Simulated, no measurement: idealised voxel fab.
The document below concerns the process module designated voxel gate over fins.
295 nm wide, 5 nm square cells: that's cross-section cut.
Each cross-section below is a grid of square cells, stated as bands in top-down order, with one or more rows of cells making up each band.
This entry defines a band. It first specifies the height of the band's top and the height of its bottom in nm, and then specifies the band's materials from left to right, stating each material with its width in nm. The word "everywhere" identifies a single material that fills the band from edge to edge, while the word "empty" identifies empty space.
Measure heights from 0. That's the level where, below it, the as-received wafer is all one material. The lowest band is bottomless and extends downward; write it as in "0..down".
Think of "30->40" as a width that walks from the first number to the second as you go down the band, top row to bottom row, taking equal-sized steps from row to row.
Step note "stayed the same" = no cross-section cell changed.
Each empty space that has no open way to the top and spans at least 8 cells appears under "Enclosed void listing" as width x height at distance, the distance counted from the left edge, all in nm.
Step line, after settings: the simulator's comment on this step.
overlay nm: how far to the right of its planned place the mask lay on this masked step (negative: to the left).
Read the rest as pairs. Take the cross-section before one process step, then the cross-section after it, which shows only down to the lowest band that changed. Under the pair, find the step between them and its settings. Bear in mind that pairs may come from different runs of this module on the same starting wafer: link a pair to the pair above it only where its entry headed "Pre-step geometry" says to.

Pre-step geometry:
	30..20: W everywhere
	20..5: 95 nm W | 45 nm TiN | 10 nm W | 45 nm TiN | 100 nm W
	5..0: 110 nm TiN | 15 nm HfO2 | 40 nm TiN | 15 nm HfO2 | 115 nm TiN
	0..-10: 110 nm TiN | 5 nm HfO2 | 5 nm Si | 5 nm HfO2 | 40 nm TiN | 5 nm HfO2 | 5 nm Si | 5 nm HfO2 | 115 nm TiN
	-10..-15: 115 nm HfO2 | 5 nm Si | 50 nm HfO2 | 5 nm Si | 120 nm HfO2
	-15..-20: 115 nm SiO2 | 5 nm Si | 50 nm SiO2 | 5 nm Si | 120 nm SiO2
	-20..-25: 115 nm SiO2 | 5 nm Si | 15 nm SiO2 | 15 nm TiN | 20 nm SiO2 | 5 nm Si | 120 nm SiO2
	-25..-35: 115 nm SiO2 | 5 nm Si | 50 nm SiO2 | 5 nm Si | 120 nm SiO2
	-35..down: Si everywhere
	Enclosed void listing: none

Sectional Result:
	15..5: 95 nm W | 45 nm TiN | 10 nm W | 45 nm TiN | 100 nm W
	All layers under 5 are left as they were.
	Enclosed void listing: none
Between the cross-sections above, the step performed was CMP [height nm 15]

Pre-step geometry: look at the pair above, its after cross-section is where this step starts.

Sectional Result:
	20..15: SiN everywhere
	All layers under 15 are left as they were.
	Enclosed void listing: none
Between the cross-sections above, the step performed was CONFORMAL_DEP [material SiN] [thk nm 5]

Pre-step geometry:
	10..0: 110 nm SiO2 | 15 nm SiN | 40 nm SiO2 | 15 nm SiN | 115 nm SiO2
	0..-35: 115 nm SiO2 | 5 nm Si | 50 nm SiO2 | 5 nm Si | 120 nm SiO2
	-35..down: Si everywhere
	Enclosed void listing: none

Sectional Result:
	10..0: 110 nm SiO2 | 15 nm SiN | 10 nm SiO2 | 20 nm empty | 10 nm SiO2 | 15 nm SiN | 115 nm SiO2
	0..-25: 115 nm SiO2 | 5 nm Si | 15 nm SiO2 | 20 nm empty | 15 nm SiO2 | 5 nm Si | 120 nm SiO2
	All layers under -25 are left as they were.
	Enclosed void listing: none
Between the cross-sections above, the step performed was MASKED_ETCH [tone open] [mask id RAIL] [width nm 20] [etch materials SiO2] [depth nm 35] [overlay nm 0]

Pre-step geometry: look at the pair above, its after cross-section is where this step starts.

Sectional Result:
	15..10: 140 nm TiN | 10 nm empty | 145 nm TiN
	10..0: 110 nm SiO2 | 15 nm SiN | 10 nm SiO2 | 5 nm TiN | 10 nm empty | 5 nm TiN | 10 nm SiO2 | 15 nm SiN | 115 nm SiO2
	0..-20: 115 nm SiO2 | 5 nm Si | 15 nm SiO2 | 5 nm TiN | 10 nm empty | 5 nm TiN | 15 nm SiO2 | 5 nm Si | 120 nm SiO2
	-20..-25: 115 nm SiO2 | 5 nm Si | 15 nm SiO2 | 20 nm TiN | 15 nm SiO2 | 5 nm Si | 120 nm SiO2
	All layers under -25 are left as they were.
	Enclosed void listing: none
Between the cross-sections above, the step performed was CONFORMAL_DEP [material TiN] [thk nm 5]

Pre-step geometry: look at the pair above, its after cross-section is where this step starts.

Sectional Result:
	25..15: W everywhere
	15..10: 140 nm TiN | 10 nm W | 145 nm TiN
	10..0: 110 nm SiO2 | 15 nm SiN | 10 nm SiO2 | 5 nm TiN | 10 nm W | 5 nm TiN | 10 nm SiO2 | 15 nm SiN | 115 nm SiO2
	0..-20: 115 nm SiO2 | 5 nm Si | 15 nm SiO2 | 5 nm TiN | 10 nm W | 5 nm TiN | 15 nm SiO2 | 5 nm Si | 120 nm SiO2
	All layers under -20 are left as they were.
	Enclosed void listing: none
Between the cross-sections above, the step performed was FILL_DEP [material W] [thk nm 10]

Pre-step geometry: look at the pair above, its after cross-section is where this step starts.

Sectional Result:
	10..0: 110 nm SiO2 | 15 nm SiN | 10 nm SiO2 | 5 nm TiN | 10 nm W | 5 nm TiN | 10 nm SiO2 | 15 nm SiN | 115 nm SiO2
	All layers under 0 are left as they were.
	Enclosed void listing: none
Between the cross-sections above, the step performed was CMP [height nm 10]

Pre-step geometry: look at the pair above, its after cross-section is where this step starts.

Sectional Result:
	10..0: 110 nm SiO2 | 15 nm SiN | 10 nm SiO2 | 20 nm empty | 10 nm SiO2 | 15 nm SiN | 115 nm SiO2
	0..-20: 115 nm SiO2 | 5 nm Si | 15 nm SiO2 | 20 nm empty | 15 nm SiO2 | 5 nm Si | 120 nm SiO2
	All layers under -20 are left as they were.
	Enclosed void listing: none
Between the cross-sections above, the step performed was SELECTIVE_ETCH [etch materials W Ru TiN] [depth nm 30]

Pre-step geometry: look at the pair above, its after cross-section is where this step starts.

Sectional Result:
	15..10: SiO2 everywhere
	10..0: 110 nm SiO2 | 15 nm SiN | 40 nm SiO2 | 15 nm SiN | 115 nm SiO2
	0..-20: 115 nm SiO2 | 5 nm Si | 50 nm SiO2 | 5 nm Si | 120 nm SiO2
	All layers under -20 are left as they were.
	Enclosed void listing: none
Between the cross-sections above, the step performed was FILL_DEP [material SiO2] [thk nm 5]

Pre-step geometry: look at the pair above, its after cross-section is where this step starts.

Sectional Result:
	10..0: 110 nm SiO2 | 15 nm SiN | 40 nm SiO2 | 15 nm SiN | 115 nm SiO2
	All layers under 0 are left as they were.
	Enclosed void listing: none
Between the cross-sections above, the step performed was CMP [height nm 10]

Pre-step geometry: look at the pair above, its after cross-section is where this step starts.

Sectional Result:
	10..0: 110 nm empty | 15 nm SiN | 40 nm empty | 15 nm SiN | 115 nm empty
	0..-15: 115 nm empty | 5 nm Si | 50 nm empty | 5 nm Si | 120 nm empty
	All layers under -15 are left as they were.
	Enclosed void listing: none
Between the cross-sections above, the step performed was SELECTIVE_ETCH [etch materials SiO2] [depth nm 25]

Pre-step geometry: look at the pair above, its after cross-section is where this step starts.

Sectional Result:
	0..-15: 115 nm empty | 5 nm Si | 50 nm empty | 5 nm Si | 120 nm empty
	All layers under -15 are left as they were.
	Enclosed void listing: none
Between the cross-sections above, the step performed was STRIP [etch materials SiN]

Pre-step geometry: look at the pair above, its after cross-section is where this step starts.

Sectional Result:
	5..0: 110 nm empty | 15 nm HfO2 | 40 nm empty | 15 nm HfO2 | 115 nm empty
	0..-10: 110 nm empty | 5 nm HfO2 | 5 nm Si | 5 nm HfO2 | 40 nm empty | 5 nm HfO2 | 5 nm Si | 5 nm HfO2 | 115 nm empty
	-10..-15: 115 nm HfO2 | 5 nm Si | 50 nm HfO2 | 5 nm Si | 120 nm HfO2
	All layers under -15 are left as they were.
	Enclosed void listing: none
Between the cross-sections above, the step performed was CONFORMAL_DEP [material HfO2] [thk nm 5]

Pre-step geometry: look at the pair above, its after cross-section is where this step starts.

Sectional Result:
	10..5: 105 nm empty | 25 nm TiN | 30 nm empty | 25 nm TiN | 110 nm empty
	5..0: 105 nm empty | 5 nm TiN | 15 nm HfO2 | 5 nm TiN | 30 nm empty | 5 nm TiN | 15 nm HfO2 | 5 nm TiN | 110 nm empty
	0..-5: 105 nm empty | 5 nm TiN | 5 nm HfO2 | 5 nm Si | 5 nm HfO2 | 5 nm TiN | 30 nm empty | 5 nm TiN | 5 nm HfO2 | 5 nm Si | 5 nm HfO2 | 5 nm TiN | 110 nm empty
	-5..-10: 110 nm TiN | 5 nm HfO2 | 5 nm Si | 5 nm HfO2 | 40 nm TiN | 5 nm HfO2 | 5 nm Si | 5 nm HfO2 | 115 nm TiN
	All layers under -10 are left as they were.
	Enclosed void listing: none
Between the cross-sections above, the step performed was CONFORMAL_DEP [material TiN] [thk nm 5]

Pre-step geometry: look at the pair above, its after cross-section is where this step starts.

Sectional Result:
	20..10: W everywhere
	10..5: 105 nm W | 25 nm TiN | 30 nm W | 25 nm TiN | 110 nm W
	5..0: 105 nm W | 5 nm TiN | 15 nm HfO2 | 5 nm TiN | 30 nm W | 5 nm TiN | 15 nm HfO2 | 5 nm TiN | 110 nm W
	0..-5: 105 nm W | 5 nm TiN | 5 nm HfO2 | 5 nm Si | 5 nm HfO2 | 5 nm TiN | 30 nm W | 5 nm TiN | 5 nm HfO2 | 5 nm Si | 5 nm HfO2 | 5 nm TiN | 110 nm W
	All layers under -5 are left as they were.
	Enclosed void listing: none
Between the cross-sections above, the step performed was FILL_DEP [material W] [thk nm 10]

Pre-step geometry: look at the pair above, its after cross-section is where this step starts.

Sectional Result:
	15..10: W everywhere
	All layers under 10 are left as they were.
	Enclosed void listing: none
Between the cross-sections above, the step performed was CMP [height nm 15]

Pre-step geometry: look at the pair above, its after cross-section is where this step starts.

Sectional Result:
	20..15: SiN everywhere
	All layers under 15 are left as they were.
	Enclosed void listing: none
Between the cross-sections above, the step performed was CONFORMAL_DEP [material SiN] [thk nm 5]

Pre-step geometry:
	10..0: SiN everywhere
	0..down: Si everywhere
	Enclosed void listing: none

Sectional Result:
	10..0: 120 nm empty | 15 nm SiN | 40 nm empty | 15 nm SiN | 105 nm empty
	All layers under 0 are left as they were.
	Enclosed void listing: none
Between the cross-sections above, the step performed was MASKED_ETCH [tone cover] [mask id FINS] [width nm 15] [pitch nm 55] [etch materials SiN] [depth nm 10] [overlay nm 10]

Pre-step geometry: look at the pair above, its after cross-section is where this step starts.

Sectional Result:
	10..0: 120 nm empty | 15 nm SiN | 40 nm empty | 15 nm SiN | 105 nm empty
	0..-30: 110 nm empty | 25 nm Si | 30 nm empty | 25 nm Si | 105 nm empty
	All layers under -30 are left as they were.
	Enclosed void listing: none
Between the cross-sections above, the step performed was MASKED_ETCH [tone cover] [mask id FINS] [width nm 15] [pitch nm 55] [etch materials Si] [depth nm 30] [overlay nm 0]

Pre-step geometry: look at the pair above, its after cross-section is where this step starts.

Sectional Result:
	10..0: 120 nm empty | 15 nm SiN | 40 nm empty | 15 nm SiN | 105 nm empty
	0..-5: 110 nm empty | 15 nm SiO2 | 5 nm Si | 5 nm SiO2 | 30 nm empty | 15 nm SiO2 | 5 nm Si | 5 nm SiO2 | 105 nm empty
	-5..-30: 110 nm empty | 5 nm SiO2 | 15 nm Si | 5 nm SiO2 | 30 nm empty | 5 nm SiO2 | 15 nm Si | 5 nm SiO2 | 105 nm empty
	-30..-35: 115 nm SiO2 | 15 nm Si | 40 nm SiO2 | 15 nm Si | 110 nm SiO2
	All layers under -35 are left as they were.
	Enclosed void listing: none
Between the cross-sections above, the step performed was OXIDIZE [depth nm 5]

Pre-step geometry: look at the pair above, its after cross-section is where this step starts.

Sectional Result:
	15..10: SiO2 everywhere
	10..0: 120 nm SiO2 | 15 nm SiN | 40 nm SiO2 | 15 nm SiN | 105 nm SiO2
	0..-5: 125 nm SiO2 | 5 nm Si | 50 nm SiO2 | 5 nm Si | 110 nm SiO2
	-5..-35: 115 nm SiO2 | 15 nm Si | 40 nm SiO2 | 15 nm Si | 110 nm SiO2
	All layers under -35 are left as they were.
	Enclosed void listing: none
Between the cross-sections above, the step performed was FILL_DEP [material SiO2] [thk nm 5]

Pre-step geometry: look at the pair above, its after cross-section is where this step starts.

Sectional Result:
	10..0: 120 nm SiO2 | 15 nm SiN | 40 nm SiO2 | 15 nm SiN | 105 nm SiO2
	All layers under 0 are left as they were.
	Enclosed void listing: none
Between the cross-sections above, the step performed was CMP [height nm 10]

Pre-step geometry: look at the pair above, its after cross-section is where this step starts.

Sectional Result:
	10..0: 120 nm SiO2 | 15 nm SiN | 15 nm empty | 25 nm SiO2 | 15 nm SiN | 105 nm SiO2
	0..-5: 125 nm SiO2 | 5 nm Si | 5 nm SiO2 | 15 nm empty | 30 nm SiO2 | 5 nm Si | 110 nm SiO2
	-5..-25: 115 nm SiO2 | 15 nm Si | 5 nm SiO2 | 15 nm empty | 20 nm SiO2 | 15 nm Si | 110 nm SiO2
	All layers under -25 are left as they were.
	Enclosed void listing: none
Between the cross-sections above, the step performed was MASKED_ETCH [tone open] [mask id RAIL] [width nm 15] [etch materials SiO2] [depth nm 35] [overlay nm 0]

Pre-step geometry: look at the pair above, its after cross-section is where this step starts.

Sectional Result:
	15..10: 140 nm TiN | 5 nm empty | 150 nm TiN
	10..0: 120 nm SiO2 | 15 nm SiN | 5 nm TiN | 5 nm empty | 5 nm TiN | 25 nm SiO2 | 15 nm SiN | 105 nm SiO2
	0..-5: 125 nm SiO2 | 5 nm Si | 5 nm SiO2 | 5 nm TiN | 5 nm empty | 5 nm TiN | 30 nm SiO2 | 5 nm Si | 110 nm SiO2
	-5..-20: 115 nm SiO2 | 15 nm Si | 5 nm SiO2 | 5 nm TiN | 5 nm empty | 5 nm TiN | 20 nm SiO2 | 15 nm Si | 110 nm SiO2
	-20..-25: 115 nm SiO2 | 15 nm Si | 5 nm SiO2 | 15 nm TiN | 20 nm SiO2 | 15 nm Si | 110 nm SiO2
	All layers under -25 are left as they were.
	Enclosed void listing: none
Between the cross-sections above, the step performed was CONFORMAL_DEP [material TiN] [thk nm 5]

Pre-step geometry: look at the pair above, its after cross-section is where this step starts.

Sectional Result:
	25..15: W everywhere
	15..10: 140 nm TiN | 5 nm W | 150 nm TiN
	10..0: 120 nm SiO2 | 15 nm SiN | 5 nm TiN | 5 nm W | 5 nm TiN | 25 nm SiO2 | 15 nm SiN | 105 nm SiO2
	0..-5: 125 nm SiO2 | 5 nm Si | 5 nm SiO2 | 5 nm TiN | 5 nm W | 5 nm TiN | 30 nm SiO2 | 5 nm Si | 110 nm SiO2
	-5..-20: 115 nm SiO2 | 15 nm Si | 5 nm SiO2 | 5 nm TiN | 5 nm W | 5 nm TiN | 20 nm SiO2 | 15 nm Si | 110 nm SiO2
	All layers under -20 are left as they were.
	Enclosed void listing: none
Between the cross-sections above, the step performed was FILL_DEP [material W] [thk nm 10]

Pre-step geometry: look at the pair above, its after cross-section is where this step starts.

Sectional Result:
	10..0: 120 nm SiO2 | 15 nm SiN | 5 nm TiN | 5 nm W | 5 nm TiN | 25 nm SiO2 | 15 nm SiN | 105 nm SiO2
	All layers under 0 are left as they were.
	Enclosed void listing: none
Between the cross-sections above, the step performed was CMP [height nm 10]

Pre-step geometry: look at the pair above, its after cross-section is where this step starts.

Sectional Result:
	10..0: 120 nm SiO2 | 15 nm SiN | 15 nm empty | 25 nm SiO2 | 15 nm SiN | 105 nm SiO2
	0..-5: 125 nm SiO2 | 5 nm Si | 5 nm SiO2 | 15 nm empty | 30 nm SiO2 | 5 nm Si | 110 nm SiO2
	-5..-20: 115 nm SiO2 | 15 nm Si | 5 nm SiO2 | 15 nm empty | 20 nm SiO2 | 15 nm Si | 110 nm SiO2
	All layers under -20 are left as they were.
	Enclosed void listing: none
Between the cross-sections above, the step performed was SELECTIVE_ETCH [etch materials W Ru TiN] [depth nm 30]

Pre-step geometry: look at the pair above, its after cross-section is where this step starts.

Sectional Result:
	15..10: SiO2 everywhere
	10..0: 120 nm SiO2 | 15 nm SiN | 40 nm SiO2 | 15 nm SiN | 105 nm SiO2
	0..-5: 125 nm SiO2 | 5 nm Si | 50 nm SiO2 | 5 nm Si | 110 nm SiO2
	-5..-20: 115 nm SiO2 | 15 nm Si | 40 nm SiO2 | 15 nm Si | 110 nm SiO2
	All layers under -20 are left as they were.
	Enclosed void listing: none
Between the cross-sections above, the step performed was FILL_DEP [material SiO2] [thk nm 5]

Pre-step geometry: look at the pair above, its after cross-section is where this step starts.

Sectional Result:
	10..0: 120 nm SiO2 | 15 nm SiN | 40 nm SiO2 | 15 nm SiN | 105 nm SiO2
	All layers under 0 are left as they were.
	Enclosed void listing: none
Between the cross-sections above, the step performed was CMP [height nm 10]

Pre-step geometry: look at the pair above, its after cross-section is where this step starts.

Sectional Result:
	10..0: 120 nm empty | 15 nm SiN | 40 nm empty | 15 nm SiN | 105 nm empty
	0..-5: 125 nm empty | 5 nm Si | 50 nm empty | 5 nm Si | 110 nm empty
	-5..-15: 115 nm empty | 15 nm Si | 40 nm empty | 15 nm Si | 110 nm empty
	All layers under -15 are left as they were.
	Enclosed void listing: none
Between the cross-sections above, the step performed was SELECTIVE_ETCH [etch materials SiO2] [depth nm 25]

Pre-step geometry: look at the pair above, its after cross-section is where this step starts.

Sectional Result:
	0..-5: 125 nm empty | 5 nm Si | 50 nm empty | 5 nm Si | 110 nm empty
	All layers under -5 are left as they were.
	Enclosed void listing: none
Between the cross-sections above, the step performed was STRIP [etch materials SiN]

Pre-step geometry: look at the pair above, its after cross-section is where this step starts.

Sectional Result:
	5..0: 120 nm empty | 15 nm HfO2 | 40 nm empty | 15 nm HfO2 | 105 nm empty
	0..-10: 110 nm empty | 15->5 nm HfO2 | 5->15 nm Si | 5 nm HfO2 | 30 nm empty | 15->5 nm HfO2 | 5->15 nm Si | 5 nm HfO2 | 105 nm empty
	-10..-15: 115 nm HfO2 | 15 nm Si | 40 nm HfO2 | 15 nm Si | 110 nm HfO2
	All layers under -15 are left as they were.
	Enclosed void listing: none
Between the cross-sections above, the step performed was CONFORMAL_DEP [material HfO2] [thk nm 5]

Pre-step geometry: look at the pair above, its after cross-section is where this step starts.

Sectional Result:
	10..5: 115 nm empty | 25 nm TiN | 30 nm empty | 25 nm TiN | 100 nm empty
	5..0: 105 nm empty | 15 nm TiN | 15 nm HfO2 | 5 nm TiN | 20 nm empty | 15 nm TiN | 15 nm HfO2 | 5 nm TiN | 100 nm empty
	0..-5: 105 nm empty | 5 nm TiN | 15 nm HfO2 | 5 nm Si | 5 nm HfO2 | 5 nm TiN | 20 nm empty | 5 nm TiN | 15 nm HfO2 | 5 nm Si | 5 nm HfO2 | 5 nm TiN | 100 nm empty
	-5..-10: 110 nm TiN | 5 nm HfO2 | 15 nm Si | 5 nm HfO2 | 30 nm TiN | 5 nm HfO2 | 15 nm Si | 5 nm HfO2 | 105 nm TiN
	All layers under -10 are left as they were.
	Enclosed void listing: none
Between the cross-sections above, the step performed was CONFORMAL_DEP [material TiN] [thk nm 5]

Pre-step geometry: look at the pair above, its after cross-section is where this step starts.

Sectional Result:
	20..10: W everywhere
	10..5: 115 nm W | 25 nm TiN | 30 nm W | 25 nm TiN | 100 nm W
	5..0: 105 nm W | 15 nm TiN | 15 nm HfO2 | 5 nm TiN | 20 nm W | 15 nm TiN | 15 nm HfO2 | 5 nm TiN | 100 nm W
	0..-5: 105 nm W | 5 nm TiN | 15 nm HfO2 | 5 nm Si | 5 nm HfO2 | 5 nm TiN | 20 nm W | 5 nm TiN | 15 nm HfO2 | 5 nm Si | 5 nm HfO2 | 5 nm TiN | 100 nm W
	All layers under -5 are left as they were.
	Enclosed void listing: none
Between the cross-sections above, the step performed was FILL_DEP [material W] [thk nm 10]

Pre-step geometry: look at the pair above, its after cross-section is where this step starts.

Sectional Result:
	15..10: W everywhere
	All layers under 10 are left as they were.
	Enclosed void listing: none
Between the cross-sections above, the step performed was CMP [height nm 15]

Pre-step geometry: look at the pair above, its after cross-section is where this step starts.

Sectional Result:
	20..15: SiN everywhere
	All layers under 15 are left as they were.
	Enclosed void listing: none
Between the cross-sections above, the step performed was CONFORMAL_DEP [material SiN] [thk nm 5]

Pre-step geometry:
	10..0: 110 nm SiO2 | 15 nm SiN | 10 nm SiO2 | 5 nm TiN | 5 nm W | 5 nm TiN | 15 nm SiO2 | 15 nm SiN | 115 nm SiO2
	0..-20: 115 nm SiO2 | 5 nm Si | 15 nm SiO2 | 5 nm TiN | 5 nm W | 5 nm TiN | 20 nm SiO2 | 5 nm Si | 120 nm SiO2
	-20..-25: 115 nm SiO2 | 5 nm Si | 15 nm SiO2 | 15 nm TiN | 20 nm SiO2 | 5 nm Si | 120 nm SiO2
	-25..-35: 115 nm SiO2 | 5 nm Si | 50 nm SiO2 | 5 nm Si | 120 nm SiO2
	-35..down: Si everywhere
	Enclosed void listing: none

Sectional Result:
	10..0: 110 nm SiO2 | 15 nm SiN | 10 nm SiO2 | 5 nm TiN | 5 nm empty | 5 nm TiN | 15 nm SiO2 | 15 nm SiN | 115 nm SiO2
	0..-20: 115 nm SiO2 | 5 nm Si | 15 nm SiO2 | 5 nm TiN | 5 nm empty | 5 nm TiN | 20 nm SiO2 | 5 nm Si | 120 nm SiO2
	All layers under -20 are left as they were.
	Enclosed void listing: none
Between the cross-sections above, the step performed was SELECTIVE_ETCH [etch materials W] [depth nm 30]

Pre-step geometry: look at the pair above, its after cross-section is where this step starts.

Sectional Result:
	15..10: SiO2 everywhere
	10..0: 110 nm SiO2 | 15 nm SiN | 10 nm SiO2 | 5 nm TiN | 5 nm SiO2 | 5 nm TiN | 15 nm SiO2 | 15 nm SiN | 115 nm SiO2
	0..-20: 115 nm SiO2 | 5 nm Si | 15 nm SiO2 | 5 nm TiN | 5 nm SiO2 | 5 nm TiN | 20 nm SiO2 | 5 nm Si | 120 nm SiO2
	All layers under -20 are left as they were.
	Enclosed void listing: none
Between the cross-sections above, the step performed was FILL_DEP [material SiO2] [thk nm 5]

Pre-step geometry: look at the pair above, its after cross-section is where this step starts.

Sectional Result:
	10..0: 110 nm SiO2 | 15 nm SiN | 10 nm SiO2 | 5 nm TiN | 5 nm SiO2 | 5 nm TiN | 15 nm SiO2 | 15 nm SiN | 115 nm SiO2
	All layers under 0 are left as they were.
	Enclosed void listing: none
Between the cross-sections above, the step performed was CMP [height nm 10]

Pre-step geometry: look at the pair above, its after cross-section is where this step starts.

Sectional Result:
	10..0: 110 nm empty | 15 nm SiN | 10 nm empty | 5 nm TiN | 5 nm empty | 5 nm TiN | 15 nm empty | 15 nm SiN | 115 nm empty
	0..-15: 115 nm empty | 5 nm Si | 15 nm empty | 5 nm TiN | 5 nm empty | 5 nm TiN | 20 nm empty | 5 nm Si | 120 nm empty
	All layers under -15 are left as they were.
	Enclosed void listing: none
Between the cross-sections above, the step performed was SELECTIVE_ETCH [etch materials SiO2] [depth nm 25]

Pre-step geometry: look at the pair above, its after cross-section is where this step starts.

Sectional Result:
	10..0: 135 nm empty | 5 nm TiN | 5 nm empty | 5 nm TiN | 145 nm empty
	All layers under 0 are left as they were.
	Enclosed void listing: none
Between the cross-sections above, the step performed was STRIP [etch materials SiN]

Pre-step geometry: look at the pair above, its after cross-section is where this step starts.

Sectional Result:
	15..10: 130 nm empty | 25 nm HfO2 | 140 nm empty
	10..5: 130 nm empty | 5 nm HfO2 | 5 nm TiN | 5 nm HfO2 | 5 nm TiN | 5 nm HfO2 | 140 nm empty
	5..0: 110 nm empty | 15 nm HfO2 | 5 nm empty | 5 nm HfO2 | 5 nm TiN | 5 nm HfO2 | 5 nm TiN | 5 nm HfO2 | 10 nm empty | 15 nm HfO2 | 115 nm empty
	0..-10: 110 nm empty | 5 nm HfO2 | 5 nm Si | 5 nm HfO2 | 5 nm empty | 5 nm HfO2 | 5 nm TiN | 5 nm HfO2 | 5 nm TiN | 5 nm HfO2 | 10 nm empty | 5 nm HfO2 | 5 nm Si | 5 nm HfO2 | 115 nm empty
	-10..-15: 115 nm HfO2 | 5 nm Si | 15 nm HfO2 | 5 nm TiN | 5 nm HfO2 | 5 nm TiN | 20 nm HfO2 | 5 nm Si | 120 nm HfO2
	All layers under -15 are left as they were.
	Enclosed void listing: none
Between the cross-sections above, the step performed was CONFORMAL_DEP [material HfO2] [thk nm 5]

Pre-step geometry: look at the pair above, its after cross-section is where this step starts.

Sectional Result:
	20..15: 125 nm empty | 35 nm TiN | 135 nm empty
	15..10: 125 nm empty | 5 nm TiN | 25 nm HfO2 | 5 nm TiN | 135 nm empty
	10..5: 105 nm empty | 25 nm TiN | 5 nm HfO2 | 5 nm TiN | 5 nm HfO2 | 5 nm TiN | 5 nm HfO2 | 30 nm TiN | 110 nm empty
	5..0: 105 nm empty | 5 nm TiN | 15 nm HfO2 | 5 nm TiN | 5 nm HfO2 | 5 nm TiN | 5 nm HfO2 | 5 nm TiN | 5 nm HfO2 | 10 nm TiN | 15 nm HfO2 | 5 nm TiN | 110 nm empty
	0..-5: 105 nm empty | 5 nm TiN | 5 nm HfO2 | 5 nm Si | 5 nm HfO2 | 5 nm TiN | 5 nm HfO2 | 5 nm TiN | 5 nm HfO2 | 5 nm TiN | 5 nm HfO2 | 10 nm TiN | 5 nm HfO2 | 5 nm Si | 5 nm HfO2 | 5 nm TiN | 110 nm empty
	-5..-10: 110 nm TiN | 5 nm HfO2 | 5 nm Si | 5 nm HfO2 | 5 nm TiN | 5 nm HfO2 | 5 nm TiN | 5 nm HfO2 | 5 nm TiN | 5 nm HfO2 | 10 nm TiN | 5 nm HfO2 | 5 nm Si | 5 nm HfO2 | 115 nm TiN
	All layers under -10 are left as they were.
	Enclosed void listing: none
Between the cross-sections above, the step performed was CONFORMAL_DEP [material TiN] [thk nm 5]

Pre-step geometry: look at the pair above, its after cross-section is where this step starts.

Sectional Result:
	30..20: W everywhere
	20..15: 125 nm W | 35 nm TiN | 135 nm W
	15..10: 125 nm W | 5 nm TiN | 25 nm HfO2 | 5 nm TiN | 135 nm W
	10..5: 105 nm W | 25 nm TiN | 5 nm HfO2 | 5 nm TiN | 5 nm HfO2 | 5 nm TiN | 5 nm HfO2 | 30 nm TiN | 110 nm W
	5..0: 105 nm W | 5 nm TiN | 15 nm HfO2 | 5 nm TiN | 5 nm HfO2 | 5 nm TiN | 5 nm HfO2 | 5 nm TiN | 5 nm HfO2 | 10 nm TiN | 15 nm HfO2 | 5 nm TiN | 110 nm W
	0..-5: 105 nm W | 5 nm TiN | 5 nm HfO2 | 5 nm Si | 5 nm HfO2 | 5 nm TiN | 5 nm HfO2 | 5 nm TiN | 5 nm HfO2 | 5 nm TiN | 5 nm HfO2 | 10 nm TiN | 5 nm HfO2 | 5 nm Si | 5 nm HfO2 | 5 nm TiN | 110 nm W
	All layers under -5 are left as they were.
	Enclosed void listing: none
Between the cross-sections above, the step performed was FILL_DEP [material W] [thk nm 10]

Pre-step geometry: look at the pair above, its after cross-section is where this step starts.

Sectional Result:
	15..10: 125 nm W | 5 nm TiN | 25 nm HfO2 | 5 nm TiN | 135 nm W
	All layers under 10 are left as they were.
	Enclosed void listing: none
Between the cross-sections above, the step performed was CMP [height nm 15]

Pre-step geometry: look at the pair above, its after cross-section is where this step starts.

Sectional Result:
	20..15: SiN everywhere
	All layers under 15 are left as they were.
	Enclosed void listing: none
Between the cross-sections above, the step performed was CONFORMAL_DEP [material SiN] [thk nm 5]

Pre-step geometry:
	10..0: SiN everywhere
	0..down: Si everywhere
	Enclosed void listing: none

Sectional Result:
	10..0: 110 nm SiN | 15 nm empty | 40 nm SiN | 15 nm empty | 115 nm SiN
	All layers under 0 are left as they were.
	Enclosed void listing: none
Between the cross-sections above, the step performed was MASKED_ETCH [tone open] [mask id FINS] [width nm 15] [pitch nm 55] [etch materials SiN] [depth nm 10] [overlay nm 0]

Pre-step geometry: look at the pair above, its after cross-section is where this step starts.

Sectional Result:
	10..0: 110 nm SiN | 15 nm empty | 40 nm SiN | 15 nm empty | 115 nm SiN
	0..-5: 105 nm Si | 25 nm SiO2 | 30 nm Si | 25 nm SiO2 | 110 nm Si
	All layers under -5 are left as they were.
	Enclosed void listing: none
Between the cross-sections above, the step performed was OXIDIZE [depth nm 5]

Pre-step geometry: look at the pair above, its after cross-section is where this step starts.

Sectional Result:
	15..10: SiO2 everywhere
	10..0: 110 nm SiN | 15 nm SiO2 | 40 nm SiN | 15 nm SiO2 | 115 nm SiN
	All layers under 0 are left as they were.
	Enclosed void listing: none
Between the cross-sections above, the step performed was FILL_DEP [material SiO2] [thk nm 5]

Pre-step geometry: look at the pair above, its after cross-section is where this step starts.

Sectional Result:
	10..0: 110 nm SiN | 15 nm SiO2 | 40 nm SiN | 15 nm SiO2 | 115 nm SiN
	All layers under 0 are left as they were.
	Enclosed void listing: none
Between the cross-sections above, the step performed was CMP [height nm 10]

Pre-step geometry: look at the pair above, its after cross-section is where this step starts.

Sectional Result:
	15..10: TiN everywhere
	All layers under 10 are left as they were.
	Enclosed void listing: none
Between the cross-sections above, the step performed was CONFORMAL_DEP [material TiN] [thk nm 5]

Pre-step geometry: look at the pair above, its after cross-section is where this step starts.

Sectional Result:
	25..15: W everywhere
	All layers under 15 are left as they were.
	Enclosed void listing: none
Between the cross-sections above, the step performed was FILL_DEP [material W] [thk nm 10]

Pre-step geometry: look at the pair above, its after cross-section is where this step starts.

Sectional Result:
	10..0: 110 nm SiN | 15 nm SiO2 | 40 nm SiN | 15 nm SiO2 | 115 nm SiN
	All layers under 0 are left as they were.
	Enclosed void listing: none
Between the cross-sections above, the step performed was CMP [height nm 10]

Pre-step geometry: look at the pair above, its after cross-section is where this step starts.

Sectional Result:
	15..10: SiO2 everywhere
	All layers under 10 are left as they were.
	Enclosed void listing: none
Between the cross-sections above, the step performed was FILL_DEP [material SiO2] [thk nm 5]

Pre-step geometry:
	10..0: 110 nm SiN | 15 nm SiO2 | 40 nm SiN | 15 nm SiO2 | 115 nm SiN
	0..-5: 105 nm Si | 25 nm SiO2 | 30 nm Si | 25 nm SiO2 | 110 nm Si
	-5..down: Si everywhere
	Enclosed void listing: none

Sectional Result:
	10..0: 110 nm SiN | 15 nm empty | 40 nm SiN | 15 nm empty | 115 nm SiN
	0..-5: 105 nm Si | 25 nm empty | 30 nm Si | 25 nm empty | 110 nm Si
	All layers under -5 are left as they were.
	Enclosed void listing: none
Between the cross-sections above, the step performed was SELECTIVE_ETCH [etch materials SiO2] [depth nm 25]
